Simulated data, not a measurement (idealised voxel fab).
process module | voxel gate over fins
cross-section cut | 240 nm wide | cells 5 nm
A cross-section is a grid of square cells, given in bands from the top down. A band is one or more rows of cells.
Each band's line starts with the height of the band's top and of its bottom, in nm. Then come its materials from left to right, each with its width in nm. One material with "throughout" fills the band from edge to edge. "air" is empty space.
Height 0 is the level under which the wafer as received is all one material. The lowest band goes on downwards, as in "0 down".
A width such as "30 to 40" changes by the same amount from each row of cells to the next, from the band's top row to its bottom row.
"no change" after a step means that no cell of the cross-section changed.
closed voids: empty space of 8 cells or more with no open way to the top, each as width x height at its distance from the left edge, in nm
after a step's settings: what the simulator itself notes on the step
overlay nm, on a step with a mask: how far to the right of its planned place the mask lay; to the left if negative
Each pair below shows a cross-section before one step and the cross-section after it, down to the lowest band that changed. The line under each pair gives the step between them, with its settings. The pairs can come from different runs of this module on the same starting wafer, so a pair continues from the pair above only where its "before" says so.
before
  10 to 0: SiO2 50 | SiN 15 | SiO2 15 | TiN 5 | Ru 10 | TiN 5 | SiO2 10 | SiN 15 | SiO2 45 | SiN 15 | SiO2 55
  0 to -30: SiO2 55 | Si 5 | SiO2 20 | TiN 5 | Ru 10 | TiN 5 | SiO2 15 | Si 5 | SiO2 55 | Si 5 | SiO2 60
  -30 to -35: SiO2 55 | Si 5 | SiO2 20 | TiN 20 | SiO2 15 | Si 5 | SiO2 55 | Si 5 | SiO2 60
  -35 to -45: SiO2 55 | Si 5 | SiO2 55 | Si 5 | SiO2 55 | Si 5 | SiO2 60
  -45 down: Si throughout
  closed voids: none
after
  10 to 0: SiO2 50 | SiN 15 | SiO2 15 | air 20 | SiO2 10 | SiN 15 | SiO2 45 | SiN 15 | SiO2 55
  0 to -20: SiO2 55 | Si 5 | SiO2 20 | air 20 | SiO2 15 | Si 5 | SiO2 55 | Si 5 | SiO2 60
  below -20: unchanged
  closed voids: none
the step between: op SELECTIVE_ETCH | etch materials W Ru TiN | depth nm 30
before: the cross-section after the pair above
after
  15 to 10: SiO2 throughout
  10 to 0: SiO2 50 | SiN 15 | SiO2 45 | SiN 15 | SiO2 45 | SiN 15 | SiO2 55
  0 to -20: SiO2 55 | Si 5 | SiO2 55 | Si 5 | SiO2 55 | Si 5 | SiO2 60
  below -20: unchanged
  closed voids: none
the step between: op FILL_DEP | material SiO2 | thk nm 5
before: the cross-section after the pair above
after
  10 to 0: SiO2 50 | SiN 15 | SiO2 45 | SiN 15 | SiO2 45 | SiN 15 | SiO2 55
  below 0: unchanged
  closed voids: none
the step between: op CMP | height nm 10
before: the cross-section after the pair above
after
  10 to 0: air 50 | SiN 15 | air 45 | SiN 15 | air 45 | SiN 15 | air 55
  0 to -10: air 55 | Si 5 | air 55 | Si 5 | air 55 | Si 5 | air 60
  below -10: unchanged
  closed voids: none
the step between: op SELECTIVE_ETCH | etch materials SiO2 | depth nm 20
before: the cross-section after the pair above
after
  0 to -10: air 55 | Si 5 | air 55 | Si 5 | air 55 | Si 5 | air 60
  below -10: unchanged
  closed voids: none
the step between: op STRIP | etch materials SiN
before: the cross-section after the pair above
after
  5 to 0: air 50 | HfO2 15 | air 45 | HfO2 15 | air 45 | HfO2 15 | air 55
  0 to -5: air 50 | HfO2 5 | Si 5 | HfO2 5 | air 45 | HfO2 5 | Si 5 | HfO2 5 | air 45 | HfO2 5 | Si 5 | HfO2 5 | air 55
  -5 to -10: HfO2 55 | Si 5 | HfO2 55 | Si 5 | HfO2 55 | Si 5 | HfO2 60
  below -10: unchanged
  closed voids: none
the step between: op CONFORMAL_DEP | material HfO2 | thk nm 5
before: the cross-section after the pair above
after
  10 to 5: air 45 | TiN 25 | air 35 | TiN 25 | air 35 | TiN 25 | air 50
  5 to 0: air 45 | TiN 5 | HfO2 15 | TiN 5 | air 35 | TiN 5 | HfO2 15 | TiN 5 | air 35 | TiN 5 | HfO2 15 | TiN 5 | air 50
  0 to -5: TiN 50 | HfO2 5 | Si 5 | HfO2 5 | TiN 45 | HfO2 5 | Si 5 | HfO2 5 | TiN 45 | HfO2 5 | Si 5 | HfO2 5 | TiN 55
  below -5: unchanged
  closed voids: none
the step between: op CONFORMAL_DEP | material TiN | thk nm 5
before: the cross-section after the pair above
after
  15 to 10: air 40 | TiAl 35 | air 25 | TiAl 35 | air 25 | TiAl 35 | air 45
  10 to 5: air 40 | TiAl 5 | TiN 25 | TiAl 5 | air 25 | TiAl 5 | TiN 25 | TiAl 5 | air 25 | TiAl 5 | TiN 25 | TiAl 5 | air 45
  5 to 0: TiAl 45 | TiN 5 | HfO2 15 | TiN 5 | TiAl 35 | TiN 5 | HfO2 15 | TiN 5 | TiAl 35 | TiN 5 | HfO2 15 | TiN 5 | TiAl 50
  below 0: unchanged
  closed voids: none
the step between: op CONFORMAL_DEP | material TiAl | thk nm 5
before: the cross-section after the pair above
after
  20 to 15: air 35 | TiN 45 | air 15 | TiN 45 | air 15 | TiN 45 | air 40
  15 to 10: air 35 | TiN 5 | TiAl 35 | TiN 5 | air 15 | TiN 5 | TiAl 35 | TiN 5 | air 15 | TiN 5 | TiAl 35 | TiN 5 | air 40
  10 to 5: TiN 40 | TiAl 5 | TiN 25 | TiAl 5 | TiN 25 | TiAl 5 | TiN 25 | TiAl 5 | TiN 25 | TiAl 5 | TiN 25 | TiAl 5 | TiN 45
  below 5: unchanged
  closed voids: none
the step between: op CONFORMAL_DEP | material TiN | thk nm 5
before: the cross-section after the pair above
after
  35 to 20: W throughout
  20 to 15: W 35 | TiN 45 | W 15 | TiN 45 | W 15 | TiN 45 | W 40
  15 to 10: W 35 | TiN 5 | TiAl 35 | TiN 5 | W 15 | TiN 5 | TiAl 35 | TiN 5 | W 15 | TiN 5 | TiAl 35 | TiN 5 | W 40
  below 10: unchanged
  closed voids: none
the step between: op FILL_DEP | material W | thk nm 15
before: the cross-section after the pair above
after
  30 to 20: W throughout
  below 20: unchanged
  closed voids: none
the step between: op CMP | height nm 30
before: the cross-section after the pair above
after
  35 to 30: SiN throughout
  below 30: unchanged
  closed voids: none
the step between: op CONFORMAL_DEP | material SiN | thk nm 5
before
  10 to 0: SiO2 50 | SiN 15 | SiO2 45 | SiN 15 | SiO2 45 | SiN 15 | SiO2 55
  0 to -45: SiO2 55 | Si 5 | SiO2 55 | Si 5 | SiO2 55 | Si 5 | SiO2 60
  -45 down: Si throughout
  closed voids: none
after
  25 to 10: resist 90 | air 15 | resist 135
  below 10: unchanged
  closed voids: none
the step between: op PATTERN | tone open | mask id RAIL | material resist | width nm 15 | thk nm 15 | overlay nm 10
before: the cross-section after the pair above
after
  25 to 10: resist 90 | air 15 | resist 135
  10 to 0: SiO2 50 | SiN 15 | SiO2 25 | air 15 | SiO2 5 | SiN 15 | SiO2 45 | SiN 15 | SiO2 55
  0 to -35: SiO2 55 | Si 5 | SiO2 30 | air 15 | SiO2 10 | Si 5 | SiO2 55 | Si 5 | SiO2 60
  below -35: unchanged
  closed voids: none
the step between: op DIRECTIONAL_ETCH | etch materials SiO2 | depth nm 45
before: the cross-section after the pair above
after
  10 to 0: SiO2 50 | SiN 15 | SiO2 25 | air 15 | SiO2 5 | SiN 15 | SiO2 45 | SiN 15 | SiO2 55
  below 0: unchanged
  closed voids: none
the step between: op STRIP | etch materials resist
before: the cross-section after the pair above
after
  15 to 10: TiN 95 | air 5 | TiN 140
  10 to 0: SiO2 50 | SiN 15 | SiO2 25 | TiN 5 | air 5 | TiN 5 | SiO2 5 | SiN 15 | SiO2 45 | SiN 15 | SiO2 55
  0 to -30: SiO2 55 | Si 5 | SiO2 30 | TiN 5 | air 5 | TiN 5 | SiO2 10 | Si 5 | SiO2 55 | Si 5 | SiO2 60
  -30 to -35: SiO2 55 | Si 5 | SiO2 30 | TiN 15 | SiO2 10 | Si 5 | SiO2 55 | Si 5 | SiO2 60
  below -35: unchanged
  closed voids: none
the step between: op CONFORMAL_DEP | material TiN | thk nm 5
before: the cross-section after the pair above
after
  25 to 15: Ru throughout
  15 to 10: TiN 95 | Ru 5 | TiN 140
  10 to 0: SiO2 50 | SiN 15 | SiO2 25 | TiN 5 | Ru 5 | TiN 5 | SiO2 5 | SiN 15 | SiO2 45 | SiN 15 | SiO2 55
  0 to -30: SiO2 55 | Si 5 | SiO2 30 | TiN 5 | Ru 5 | TiN 5 | SiO2 10 | Si 5 | SiO2 55 | Si 5 | SiO2 60
  below -30: unchanged
  closed voids: none
the step between: op FILL_DEP | material Ru | thk nm 10
before: the cross-section after the pair above
after
  10 to 0: SiO2 50 | SiN 15 | SiO2 25 | TiN 5 | Ru 5 | TiN 5 | SiO2 5 | SiN 15 | SiO2 45 | SiN 15 | SiO2 55
  below 0: unchanged
  closed voids: none
the step between: op CMP | height nm 10
before: the cross-section after the pair above
after
  10 to 0: SiO2 50 | SiN 15 | SiO2 25 | air 15 | SiO2 5 | SiN 15 | SiO2 45 | SiN 15 | SiO2 55
  0 to -20: SiO2 55 | Si 5 | SiO2 30 | air 15 | SiO2 10 | Si 5 | SiO2 55 | Si 5 | SiO2 60
  below -20: unchanged
  closed voids: none
the step between: op SELECTIVE_ETCH | etch materials W Ru TiN | depth nm 30
before: the cross-section after the pair above
after
  15 to 10: SiO2 throughout
  10 to 0: SiO2 50 | SiN 15 | SiO2 45 | SiN 15 | SiO2 45 | SiN 15 | SiO2 55
  0 to -20: SiO2 55 | Si 5 | SiO2 55 | Si 5 | SiO2 55 | Si 5 | SiO2 60
  below -20: unchanged
  closed voids: none
the step between: op FILL_DEP | material SiO2 | thk nm 5
before: the cross-section after the pair above
after
  10 to 0: SiO2 50 | SiN 15 | SiO2 45 | SiN 15 | SiO2 45 | SiN 15 | SiO2 55
  below 0: unchanged
  closed voids: none
the step between: op CMP | height nm 10
before: the cross-section after the pair above
after
  10 to 0: air 50 | SiN 15 | air 45 | SiN 15 | air 45 | SiN 15 | air 55
  0 to -10: air 55 | Si 5 | air 55 | Si 5 | air 55 | Si 5 | air 60
  below -10: unchanged
  closed voids: none
the step between: op SELECTIVE_ETCH | etch materials SiO2 | depth nm 20
before: the cross-section after the pair above
after
  0 to -10: air 55 | Si 5 | air 55 | Si 5 | air 55 | Si 5 | air 60
  below -10: unchanged
  closed voids: none
the step between: op STRIP | etch materials SiN
before: the cross-section after the pair above
after
  5 to 0: air 50 | HfO2 15 | air 45 | HfO2 15 | air 45 | HfO2 15 | air 55
  0 to -5: air 50 | HfO2 5 | Si 5 | HfO2 5 | air 45 | HfO2 5 | Si 5 | HfO2 5 | air 45 | HfO2 5 | Si 5 | HfO2 5 | air 55
  -5 to -10: HfO2 55 | Si 5 | HfO2 55 | Si 5 | HfO2 55 | Si 5 | HfO2 60
  below -10: unchanged
  closed voids: none
the step between: op CONFORMAL_DEP | material HfO2 | thk nm 5
before: the cross-section after the pair above
after
  10 to 5: air 45 | TiN 25 | air 35 | TiN 25 | air 35 | TiN 25 | air 50
  5 to 0: air 45 | TiN 5 | HfO2 15 | TiN 5 | air 35 | TiN 5 | HfO2 15 | TiN 5 | air 35 | TiN 5 | HfO2 15 | TiN 5 | air 50
  0 to -5: TiN 50 | HfO2 5 | Si 5 | HfO2 5 | TiN 45 | HfO2 5 | Si 5 | HfO2 5 | TiN 45 | HfO2 5 | Si 5 | HfO2 5 | TiN 55
  below -5: unchanged
  closed voids: none
the step between: op CONFORMAL_DEP | material TiN | thk nm 5
before: the cross-section after the pair above
after
  15 to 10: air 40 | TiAl 35 | air 25 | TiAl 35 | air 25 | TiAl 35 | air 45
  10 to 5: air 40 | TiAl 5 | TiN 25 | TiAl 5 | air 25 | TiAl 5 | TiN 25 | TiAl 5 | air 25 | TiAl 5 | TiN 25 | TiAl 5 | air 45
  5 to 0: TiAl 45 | TiN 5 | HfO2 15 | TiN 5 | TiAl 35 | TiN 5 | HfO2 15 | TiN 5 | TiAl 35 | TiN 5 | HfO2 15 | TiN 5 | TiAl 50
  below 0: unchanged
  closed voids: none
the step between: op CONFORMAL_DEP | material TiAl | thk nm 5
before: the cross-section after the pair above
after
  20 to 15: air 35 | TiN 45 | air 15 | TiN 45 | air 15 | TiN 45 | air 40
  15 to 10: air 35 | TiN 5 | TiAl 35 | TiN 5 | air 15 | TiN 5 | TiAl 35 | TiN 5 | air 15 | TiN 5 | TiAl 35 | TiN 5 | air 40
  10 to 5: TiN 40 | TiAl 5 | TiN 25 | TiAl 5 | TiN 25 | TiAl 5 | TiN 25 | TiAl 5 | TiN 25 | TiAl 5 | TiN 25 | TiAl 5 | TiN 45
  below 5: unchanged
  closed voids: none
the step between: op CONFORMAL_DEP | material TiN | thk nm 5
before: the cross-section after the pair above
after
  35 to 20: W throughout
  20 to 15: W 35 | TiN 45 | W 15 | TiN 45 | W 15 | TiN 45 | W 40
  15 to 10: W 35 | TiN 5 | TiAl 35 | TiN 5 | W 15 | TiN 5 | TiAl 35 | TiN 5 | W 15 | TiN 5 | TiAl 35 | TiN 5 | W 40
  below 10: unchanged
  closed voids: none
the step between: op FILL_DEP | material W | thk nm 15
before: the cross-section after the pair above
after
  30 to 20: W throughout
  below 20: unchanged
  closed voids: none
the step between: op CMP | height nm 30
before: the cross-section after the pair above
after
  35 to 30: SiN throughout
  below 30: unchanged
  closed voids: none
the step between: op CONFORMAL_DEP | material SiN | thk nm 5
before
  10 to 0: SiO2 50 | SiN 15 | SiO2 15 | air 15 | SiO2 15 | SiN 15 | SiO2 45 | SiN 15 | SiO2 55
  0 to -35: SiO2 55 | Si 5 | SiO2 20 | air 15 | SiO2 20 | Si 5 | SiO2 55 | Si 5 | SiO2 60
  -35 to -45: SiO2 55 | Si 5 | SiO2 55 | Si 5 | SiO2 55 | Si 5 | SiO2 60
  -45 down: Si throughout
  closed voids: none
after
  15 to 10: SiO2 85 | air 5 | SiO2 150
  10 to 0: SiO2 50 | SiN 15 | SiO2 20 | air 5 | SiO2 20 | SiN 15 | SiO2 45 | SiN 15 | SiO2 55
  0 to -30: SiO2 55 | Si 5 | SiO2 25 | air 5 | SiO2 25 | Si 5 | SiO2 55 | Si 5 | SiO2 60
  -30 to -45: SiO2 55 | Si 5 | SiO2 55 | Si 5 | SiO2 55 | Si 5 | SiO2 60
  below -45: unchanged
  closed voids: none
the step between: op CONFORMAL_DEP | material SiO2 | thk nm 5
before: the cross-section after the pair above
after
  25 to 15: Ru throughout
  15 to 10: SiO2 85 | Ru 5 | SiO2 150
  10 to 0: SiO2 50 | SiN 15 | SiO2 20 | Ru 5 | SiO2 20 | SiN 15 | SiO2 45 | SiN 15 | SiO2 55
  0 to -30: SiO2 55 | Si 5 | SiO2 25 | Ru 5 | SiO2 25 | Si 5 | SiO2 55 | Si 5 | SiO2 60
  below -30: unchanged
  closed voids: none
the step between: op FILL_DEP | material Ru | thk nm 10
before: the cross-section after the pair above
after
  10 to 0: SiO2 50 | SiN 15 | SiO2 20 | Ru 5 | SiO2 20 | SiN 15 | SiO2 45 | SiN 15 | SiO2 55
  below 0: unchanged
  closed voids: none
the step between: op CMP | height nm 10
before: the cross-section after the pair above
after
  10 to 0: SiO2 50 | SiN 15 | SiO2 20 | air 5 | SiO2 20 | SiN 15 | SiO2 45 | SiN 15 | SiO2 55
  0 to -20: SiO2 55 | Si 5 | SiO2 25 | air 5 | SiO2 25 | Si 5 | SiO2 55 | Si 5 | SiO2 60
  below -20: unchanged
  closed voids: none
the step between: op SELECTIVE_ETCH | etch materials W Ru TiN | depth nm 30
before: the cross-section after the pair above
after
  15 to 10: SiO2 throughout
  10 to 0: SiO2 50 | SiN 15 | SiO2 45 | SiN 15 | SiO2 45 | SiN 15 | SiO2 55
  0 to -20: SiO2 55 | Si 5 | SiO2 55 | Si 5 | SiO2 55 | Si 5 | SiO2 60
  below -20: unchanged
  closed voids: none
the step between: op FILL_DEP | material SiO2 | thk nm 5
before: the cross-section after the pair above
after
  10 to 0: SiO2 50 | SiN 15 | SiO2 45 | SiN 15 | SiO2 45 | SiN 15 | SiO2 55
  below 0: unchanged
  closed voids: none
the step between: op CMP | height nm 10
before: the cross-section after the pair above
after
  10 to 0: air 50 | SiN 15 | air 45 | SiN 15 | air 45 | SiN 15 | air 55
  0 to -10: air 55 | Si 5 | air 55 | Si 5 | air 55 | Si 5 | air 60
  below -10: unchanged
  closed voids: none
the step between: op SELECTIVE_ETCH | etch materials SiO2 | depth nm 20
before: the cross-section after the pair above
after
  0 to -10: air 55 | Si 5 | air 55 | Si 5 | air 55 | Si 5 | air 60
  below -10: unchanged
  closed voids: none
the step between: op STRIP | etch materials SiN
before: the cross-section after the pair above
after
  5 to 0: air 50 | HfO2 15 | air 45 | HfO2 15 | air 45 | HfO2 15 | air 55
  0 to -5: air 50 | HfO2 5 | Si 5 | HfO2 5 | air 45 | HfO2 5 | Si 5 | HfO2 5 | air 45 | HfO2 5 | Si 5 | HfO2 5 | air 55
  -5 to -10: HfO2 55 | Si 5 | HfO2 55 | Si 5 | HfO2 55 | Si 5 | HfO2 60
  below -10: unchanged
  closed voids: none
the step between: op CONFORMAL_DEP | material HfO2 | thk nm 5
before: the cross-section after the pair above
after
  10 to 5: air 45 | TiN 25 | air 35 | TiN 25 | air 35 | TiN 25 | air 50
  5 to 0: air 45 | TiN 5 | HfO2 15 | TiN 5 | air 35 | TiN 5 | HfO2 15 | TiN 5 | air 35 | TiN 5 | HfO2 15 | TiN 5 | air 50
  0 to -5: TiN 50 | HfO2 5 | Si 5 | HfO2 5 | TiN 45 | HfO2 5 | Si 5 | HfO2 5 | TiN 45 | HfO2 5 | Si 5 | HfO2 5 | TiN 55
  below -5: unchanged
  closed voids: none
the step between: op CONFORMAL_DEP | material TiN | thk nm 5
before: the cross-section after the pair above
after
  15 to 10: air 40 | TiAl 35 | air 25 | TiAl 35 | air 25 | TiAl 35 | air 45
  10 to 5: air 40 | TiAl 5 | TiN 25 | TiAl 5 | air 25 | TiAl 5 | TiN 25 | TiAl 5 | air 25 | TiAl 5 | TiN 25 | TiAl 5 | air 45
  5 to 0: TiAl 45 | TiN 5 | HfO2 15 | TiN 5 | TiAl 35 | TiN 5 | HfO2 15 | TiN 5 | TiAl 35 | TiN 5 | HfO2 15 | TiN 5 | TiAl 50
  below 0: unchanged
  closed voids: none
the step between: op CONFORMAL_DEP | material TiAl | thk nm 5
before: the cross-section after the pair above
after
  20 to 15: air 35 | TiN 45 | air 15 | TiN 45 | air 15 | TiN 45 | air 40
  15 to 10: air 35 | TiN 5 | TiAl 35 | TiN 5 | air 15 | TiN 5 | TiAl 35 | TiN 5 | air 15 | TiN 5 | TiAl 35 | TiN 5 | air 40
  10 to 5: TiN 40 | TiAl 5 | TiN 25 | TiAl 5 | TiN 25 | TiAl 5 | TiN 25 | TiAl 5 | TiN 25 | TiAl 5 | TiN 25 | TiAl 5 | TiN 45
  below 5: unchanged
  closed voids: none
the step between: op CONFORMAL_DEP | material TiN | thk nm 5
before: the cross-section after the pair above
after
  35 to 20: W throughout
  20 to 15: W 35 | TiN 45 | W 15 | TiN 45 | W 15 | TiN 45 | W 40
  15 to 10: W 35 | TiN 5 | TiAl 35 | TiN 5 | W 15 | TiN 5 | TiAl 35 | TiN 5 | W 15 | TiN 5 | TiAl 35 | TiN 5 | W 40
  below 10: unchanged
  closed voids: none
the step between: op FILL_DEP | material W | thk nm 15
before: the cross-section after the pair above
after
  30 to 20: W throughout
  below 20: unchanged
  closed voids: none
the step between: op CMP | height nm 30
before: the cross-section after the pair above
after
  35 to 30: SiN throughout
  below 30: unchanged
  closed voids: none
the step between: op CONFORMAL_DEP | material SiN | thk nm 5
before
  10 to 0: SiN throughout
  0 down: Si throughout
  closed voids: none
after
  30 to 10: resist 50 | air 15 | resist 45 | air 15 | resist 45 | air 15 | resist 55
  below 10: unchanged
  closed voids: none
the step between: op PATTERN | tone open | mask id FINS | material resist | width nm 15 | pitch nm 60 | thk nm 20 | overlay nm 0
before: the cross-section after the pair above
after
  30 to 10: resist 50 | air 15 | resist 45 | air 15 | resist 45 | air 15 | resist 55
  10 to 0: SiN 50 | air 15 | SiN 45 | air 15 | SiN 45 | air 15 | SiN 55
  below 0: unchanged
  closed voids: none
the step between: op DIRECTIONAL_ETCH | etch materials SiN | depth nm 10
before: the cross-section after the pair above
after
  30 to 10: resist 50 | air 15 | resist 45 | air 15 | resist 45 | air 15 | resist 55
  10 to 0: SiN 50 | air 15 | SiN 45 | air 15 | SiN 45 | air 15 | SiN 55
  0 to -40: Si 50 | air 15 | Si 45 | air 15 | Si 45 | air 15 | Si 55
  below -40: unchanged
  closed voids: none
the step between: op DIRECTIONAL_ETCH | etch materials Si | depth nm 40
before: the cross-section after the pair above
after
  10 to 0: SiN 50 | air 15 | SiN 45 | air 15 | SiN 45 | air 15 | SiN 55
  below 0: unchanged
  closed voids: none
the step between: op STRIP | etch materials resist
before: the cross-section after the pair above
after
  10 to 0: SiN 50 | air 15 | SiN 45 | air 15 | SiN 45 | air 15 | SiN 55
  0 to -40: Si 45 | SiO2 5 | air 15 | SiO2 5 | Si 35 | SiO2 5 | air 15 | SiO2 5 | Si 35 | SiO2 5 | air 15 | SiO2 5 | Si 50
  -40 to -45: Si 45 | SiO2 25 | Si 35 | SiO2 25 | Si 35 | SiO2 25 | Si 50
  below -45: unchanged
  closed voids: none
the step between: op OXIDIZE | depth nm 5
before: the cross-section after the pair above
after
  25 to 10: SiO2 throughout
  10 to 0: SiN 50 | SiO2 15 | SiN 45 | SiO2 15 | SiN 45 | SiO2 15 | SiN 55
  0 to -45: Si 45 | SiO2 25 | Si 35 | SiO2 25 | Si 35 | SiO2 25 | Si 50
  below -45: unchanged
  closed voids: none
the step between: op FILL_DEP | material SiO2 | thk nm 15
before: the cross-section after the pair above
after
  10 to 0: SiN 50 | SiO2 15 | SiN 45 | SiO2 15 | SiN 45 | SiO2 15 | SiN 55
  below 0: unchanged
  closed voids: none
the step between: op CMP | height nm 10
before: the cross-section after the pair above
after
  25 to 10: resist 80 | air 15 | resist 145
  below 10: unchanged
  closed voids: none
the step between: op PATTERN | tone open | mask id RAIL | material resist | width nm 15 | thk nm 15 | overlay nm 0
before: the cross-section after the pair above
after
  10 to 0: SiN 50 | SiO2 15 | SiN 45 | SiO2 15 | SiN 45 | SiO2 15 | SiN 55
  below 0: unchanged
  closed voids: none
the step between: op STRIP | etch materials resist
before: the cross-section after the pair above
after
  15 to 10: TiN throughout
  below 10: unchanged
  closed voids: none
the step between: op CONFORMAL_DEP | material TiN | thk nm 5
before: the cross-section after the pair above
after
  25 to 15: Ru throughout
  below 15: unchanged
  closed voids: none
the step between: op FILL_DEP | material Ru | thk nm 10
before: the cross-section after the pair above
after
  10 to 0: SiN 50 | SiO2 15 | SiN 45 | SiO2 15 | SiN 45 | SiO2 15 | SiN 55
  below 0: unchanged
  closed voids: none
the step between: op CMP | height nm 10
before: the cross-section after the pair above
after
  15 to 10: SiO2 throughout
  below 10: unchanged
  closed voids: none
the step between: op FILL_DEP | material SiO2 | thk nm 5
before: the cross-section after the pair above
after
  10 to 0: SiN 50 | SiO2 15 | SiN 45 | SiO2 15 | SiN 45 | SiO2 15 | SiN 55
  below 0: unchanged
  closed voids: none
the step between: op CMP | height nm 10
before: the cross-section after the pair above
after
  10 to 0: SiN 50 | air 15 | SiN 45 | air 15 | SiN 45 | air 15 | SiN 55
  0 to -10: Si 45 | air 25 | Si 35 | air 25 | Si 35 | air 25 | Si 50
  below -10: unchanged
  closed voids: none
the step between: op SELECTIVE_ETCH | etch materials SiO2 | depth nm 20
before: the cross-section after the pair above
after
  0 to -10: Si 45 | air 25 | Si 35 | air 25 | Si 35 | air 25 | Si 50
  below -10: unchanged
  closed voids: none
the step between: op STRIP | etch materials SiN
before: the cross-section after the pair above
after
  5 to 0: HfO2 50 | air 15 | HfO2 45 | air 15 | HfO2 45 | air 15 | HfO2 55
  0 to -5: Si 45 | HfO2 5 | air 15 | HfO2 5 | Si 35 | HfO2 5 | air 15 | HfO2 5 | Si 35 | HfO2 5 | air 15 | HfO2 5 | Si 50
  -5 to -10: Si 45 | HfO2 25 | Si 35 | HfO2 25 | Si 35 | HfO2 25 | Si 50
  below -10: unchanged
  closed voids: none
the step between: op CONFORMAL_DEP | material HfO2 | thk nm 5
before: the cross-section after the pair above
after
  10 to 5: TiN 55 | air 5 | TiN 55 | air 5 | TiN 55 | air 5 | TiN 60
  5 to 0: HfO2 50 | TiN 5 | air 5 | TiN 5 | HfO2 45 | TiN 5 | air 5 | TiN 5 | HfO2 45 | TiN 5 | air 5 | TiN 5 | HfO2 55
  0 to -5: Si 45 | HfO2 5 | TiN 15 | HfO2 5 | Si 35 | HfO2 5 | TiN 15 | HfO2 5 | Si 35 | HfO2 5 | TiN 15 | HfO2 5 | Si 50
  below -5: unchanged
  closed voids: none
the step between: op CONFORMAL_DEP | material TiN | thk nm 5
before: the cross-section after the pair above
after
  15 to 10: TiAl throughout
  10 to 5: TiN 55 | TiAl 5 | TiN 55 | TiAl 5 | TiN 55 | TiAl 5 | TiN 60
  5 to 0: HfO2 50 | TiN 5 | TiAl 5 | TiN 5 | HfO2 45 | TiN 5 | TiAl 5 | TiN 5 | HfO2 45 | TiN 5 | TiAl 5 | TiN 5 | HfO2 55
  below 0: unchanged
  closed voids: none
the step between: op CONFORMAL_DEP | material TiAl | thk nm 5
before: the cross-section after the pair above
after
  20 to 15: TiN throughout
  below 15: unchanged
  closed voids: none
the step between: op CONFORMAL_DEP | material TiN | thk nm 5
before: the cross-section after the pair above
after
  35 to 20: W throughout
  below 20: unchanged
  closed voids: none
the step between: op FILL_DEP | material W | thk nm 15
before: the cross-section after the pair above
after
  30 to 20: W throughout
  below 20: unchanged
  closed voids: none
the step between: op CMP | height nm 30
before: the cross-section after the pair above
after
  35 to 30: SiN throughout
  below 30: unchanged
  closed voids: none
the step between: op CONFORMAL_DEP | material SiN | thk nm 5
